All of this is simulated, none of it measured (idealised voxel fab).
process module | voxel tone inversion
cross-section cut | 250 nm wide | cells 5 nm
A cross-section is a grid of square cells, given in bands from the top down. A band is one or more rows of cells.
Each band's line starts with the height of the band's top and of its bottom, in nm. Then come its materials from left to right, each with its width in nm. One material with "throughout" fills the band from edge to edge. "air" is empty space.
Height 0 is the level under which the wafer as received is all one material. The lowest band goes on downwards, as in "0 down".
A width such as "30 to 40" changes by the same amount from each row of cells to the next, from the band's top row to its bottom row.
"no change" after a step means that no cell of the cross-section changed.
closed voids: empty space of 8 cells or more with no open way to the top, each as width x height at its distance from the left edge, in nm
after a step's settings: what the simulator itself notes on the step
overlay nm, on a step with a mask: how far to the right of its planned place the mask lay; to the left if negative
plan
1 op RECEIVE | material Si
2 op CONFORMAL_DEP | material SiCN | thk nm 5
3 op DIRECTIONAL_DEP | material aC | thk nm 20
4 op PATTERN | tone cover | mask id POSTS | material resist | width nm 15 | pitch nm 35 | thk nm 30 | overlay nm 0
5 op DIRECTIONAL_ETCH | etch materials aC | depth nm 20
6 op STRIP | etch materials resist
7 op FILL_DEP | material lowk | thk nm 10
8 op CMP | height nm 25
9 op STRIP | etch materials aC
10 op CONFORMAL_DEP | material TiN | thk nm 5
11 op FILL_DEP | material W | thk nm 5
12 op CMP | height nm 25
13 op CONFORMAL_DEP | material SiN | thk nm 5
first wafer, as planned
as received, after step 1
  0 down: Si throughout
  closed voids: none
after step 2
  5 to 0: SiCN throughout
  below 0: unchanged
after step 3
  25 to 5: aC throughout
  below 5: unchanged
after step 4
  55 to 25: air 65 | resist 15 | air 20 | resist 15 | air 20 | resist 15 | air 20 | resist 15 | air 65
  below 25: unchanged
after step 5
  35 to 25: air 65 | resist 15 | air 20 | resist 15 | air 20 | resist 15 | air 20 | resist 15 | air 65
  25 to 5: air 65 | aC 15 | air 20 | aC 15 | air 20 | aC 15 | air 20 | aC 15 | air 65
  below 5: unchanged
after step 6
  25 to 5: air 65 | aC 15 | air 20 | aC 15 | air 20 | aC 15 | air 20 | aC 15 | air 65
  below 5: unchanged
after step 7
  35 to 25: lowk throughout
  25 to 5: lowk 65 | aC 15 | lowk 20 | aC 15 | lowk 20 | aC 15 | lowk 20 | aC 15 | lowk 65
  below 5: unchanged
after step 8
  25 to 5: lowk 65 | aC 15 | lowk 20 | aC 15 | lowk 20 | aC 15 | lowk 20 | aC 15 | lowk 65
  below 5: unchanged
after step 9
  25 to 5: lowk 65 | air 15 | lowk 20 | air 15 | lowk 20 | air 15 | lowk 20 | air 15 | lowk 65
  below 5: unchanged
after step 10
  30 to 25: TiN 70 | air 5 | TiN 30 | air 5 | TiN 30 | air 5 | TiN 30 | air 5 | TiN 70
  25 to 10: lowk 65 | TiN 5 | air 5 | TiN 5 | lowk 20 | TiN 5 | air 5 | TiN 5 | lowk 20 | TiN 5 | air 5 | TiN 5 | lowk 20 | TiN 5 | air 5 | TiN 5 | lowk 65
  10 to 5: lowk 65 | TiN 15 | lowk 20 | TiN 15 | lowk 20 | TiN 15 | lowk 20 | TiN 15 | lowk 65
  below 5: unchanged
after step 11
  35 to 30: W throughout
  30 to 25: TiN 70 | W 5 | TiN 30 | W 5 | TiN 30 | W 5 | TiN 30 | W 5 | TiN 70
  25 to 10: lowk 65 | TiN 5 | W 5 | TiN 5 | lowk 20 | TiN 5 | W 5 | TiN 5 | lowk 20 | TiN 5 | W 5 | TiN 5 | lowk 20 | TiN 5 | W 5 | TiN 5 | lowk 65
  below 10: unchanged
after step 12
  25 to 10: lowk 65 | TiN 5 | W 5 | TiN 5 | lowk 20 | TiN 5 | W 5 | TiN 5 | lowk 20 | TiN 5 | W 5 | TiN 5 | lowk 20 | TiN 5 | W 5 | TiN 5 | lowk 65
  below 10: unchanged
after step 13
  30 to 25: SiN throughout
  below 25: unchanged
second wafer: like start, like plan, one mistake. Through step 12 it matches the first wafer
when step 13 should have ended
  30 to 25: W throughout
  below 25: unchanged
what went wrong: step 13 ran as: op CONFORMAL_DEP | material W | thk nm 5
at the end the second wafer has, in cells: 50 fewer of SiN | 50 more of W
